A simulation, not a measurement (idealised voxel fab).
The name of this process module is voxel air gaps.
Cross-section cut spans 180 nm and uses square cells 5 nm in size.
If you're reading a cross-section in this doc, picture square cells in a grid; it comes to you as bands, top ones listed first down to the bottom, and a band can be one or more rows of cells.
Look at the band entry: it leads with the top's height and the bottom's height in nm. Then it lists the materials left to right, with a width in nm for each. The word "edge to edge" on a single material says that material fills the band edge to edge. The word "air" is empty space.
Heads up on the height convention: 0 is the point under which the incoming wafer is all one material, and the lowest band has no bottom, it just keeps going down, like "from 0 down".
Top row gets the first number, bottom row gets the second, and each row in between changes by the same step: that is how a band width like "30..40" works.
Reading "no change occurred" for a step: not a cell of the cross-section changed in it.
Look at "Voids, enclosed" for the closed voids: empty spaces with no open path to the top, sized 8 cells or up. Each is width x height at distance, distance from the left edge, all nm.
On each step's line, the part that comes after the settings is the simulator's own comment on the step.
You can add "overlay nm" to a step's line. For a step with a mask, it describes how far the mask lay to the right of its planned position, and a negative number describes a lay to the left.
### This section lists the process steps that were planned
| 1 | RECEIVE, material Si |
| 2 | CONFORMAL_DEP, material SiO2, thk nm 10 |
| 3 | CONFORMAL_DEP, material SiN, thk nm 5 |
| 4 | DIRECTIONAL_DEP, material SiO2, thk nm 40 |
| 5 | MASKED_ETCH, tone open, mask id LINES, width nm 25, pitch nm 55, etch materials SiO2, depth nm 40, overlay nm 0 |
| 6 | CONFORMAL_DEP, material TiN, thk nm 5 |
| 7 | FILL_DEP, material Ru, thk nm 10 |
| 8 | CMP, height nm 55 |
| 9 | EPI, material Ru, thk nm 10 |
| 10 | SELECTIVE_ETCH, etch materials SiO2, depth nm 50 |
| 11 | CONFORMAL_DEP, material SiCN, thk nm 5 |
### as received, after step 1
* from 0 down = Si edge to edge
* Voids, enclosed: none
### End state of the module in cross-section, given the above starting point and plan and one mistake in execution
* from 70 to 65 = 5 nm air | 170 nm SiCN | 5 nm air
* from 65 to 55 = 5 nm air | 5 nm SiCN | 50 nm Ru | 5 nm SiCN | 50 nm Ru | 5 nm SiCN | 50 nm Ru | 5 nm SiCN | 5 nm air
* from 55 to 50 = 5 nm air | 15 nm SiCN | 5 nm TiN | 20 nm Ru | 5 nm TiN | 25 nm SiCN | 5 nm TiN | 20 nm Ru | 5 nm TiN | 25 nm SiCN | 5 nm TiN | 20 nm Ru | 5 nm TiN | 15 nm SiCN | 5 nm air
* from 50 to 20 = 15 nm air | 5 nm SiCN | 5 nm TiN | 20 nm Ru | 5 nm TiN | 5 nm SiCN | 15 nm air | 5 nm SiCN | 5 nm TiN | 20 nm Ru | 5 nm TiN | 5 nm SiCN | 15 nm air | 5 nm SiCN | 5 nm TiN | 20 nm Ru | 5 nm TiN | 5 nm SiCN | 15 nm air
* from 20 to 15 = 20 nm SiCN | 30 nm TiN | 25 nm SiCN | 30 nm TiN | 25 nm SiCN | 30 nm TiN | 20 nm SiCN
* from 15 to 10 = SiN edge to edge
* from 10 to 0 = SiO2 edge to edge
* from 0 down = Si edge to edge
* Voids, enclosed: 15 x 30 at 55; 15 x 30 at 110
Run error: rather than as planned, step 5 actually ran as MASKED_ETCH, tone open, mask id LINES, width nm 30, pitch nm 55, etch materials SiO2, depth nm 40, overlay nm 0
